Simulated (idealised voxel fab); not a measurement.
process module | voxel local oxidation
cross-section cut | 250 nm wide | cells 5 nm
A cross-section is a grid of square cells, given in bands from the top down. A band is one or more rows of cells.
Each band's line starts with the height of the band's top and of its bottom, in nm. Then come its materials from left to right, each with its width in nm. One material with "throughout" fills the band from edge to edge. "air" is empty space.
Height 0 is the level under which the wafer as received is all one material. The lowest band goes on downwards, as in "0 down".
A width such as "30 to 40" changes by the same amount from each row of cells to the next, from the band's top row to its bottom row.
"no change" after a step means that no cell of the cross-section changed.
closed voids: empty space of 8 cells or more with no open way to the top, each as width x height at its distance from the left edge, in nm
after a step's settings: what the simulator itself notes on the step
overlay nm, on a step with a mask: how far to the right of its planned place the mask lay; to the left if negative
plan
1 op RECEIVE | material Si
2 op OXIDIZE | depth nm 5
3 op CONFORMAL_DEP | material SiN | thk nm 15
4 op DIRECTIONAL_DEP | material aC | thk nm 15
5 op PATTERN | tone cover | mask id ACTIVE | material resist | width nm 95 | thk nm 35 | overlay nm 0
6 op DIRECTIONAL_ETCH | etch materials aC | depth nm 15
7 op STRIP | etch materials resist
8 op DIRECTIONAL_ETCH | etch materials SiN | depth nm 15
9 op STRIP | etch materials aC
10 op SELECTIVE_ETCH | etch materials SiO2 | depth nm 5
11 op OXIDIZE | depth nm 10
12 op STRIP | etch materials SiN
first wafer, as planned
as received, after step 1
  0 down: Si throughout
  closed voids: none
after step 2
  0 to -5: SiO2 throughout
  below -5: unchanged
after step 3
  15 to 0: SiN throughout
  below 0: unchanged
after step 4
  30 to 15: aC throughout
  below 15: unchanged
after step 5
  65 to 30: air 75 | resist 95 | air 80
  below 30: unchanged
after step 6
  50 to 30: air 75 | resist 95 | air 80
  30 to 15: air 75 | aC 95 | air 80
  below 15: unchanged
after step 7
  30 to 15: air 75 | aC 95 | air 80
  below 15: unchanged
after step 8
  30 to 15: air 75 | aC 95 | air 80
  15 to 0: air 75 | SiN 95 | air 80
  below 0: unchanged
after step 9
  15 to 0: air 75 | SiN 95 | air 80
  below 0: unchanged
after step 10
  15 to 0: air 75 | SiN 95 | air 80
  0 to -5: air 80 | SiO2 85 | air 85
  below -5: unchanged
after step 11
  15 to 0: air 75 | SiN 95 | air 80
  0 to -5: air 80 | SiO2 85 | air 85
  -5 to -15: SiO2 90 | Si 65 | SiO2 95
  below -15: unchanged
after step 12
  0 to -5: air 80 | SiO2 85 | air 85
  below -5: unchanged
second wafer: like start, like plan, one mistake. Through step 10 it matches the first wafer
when step 11 should have ended
  15 to 0: air 75 | SiN 95 | air 80
  0 to -5: air 80 | SiO2 85 | air 85
  -5 to -15: SiO2 90 | Si 65 | SiO2 95
  below -15: unchanged
when step 12 should have ended
  0 to -5: air 80 | SiO2 85 | air 85
  below -5: unchanged
what went wrong: step 11 was run twice
at the end the two cross-sections are the same: no effect in what this model computes
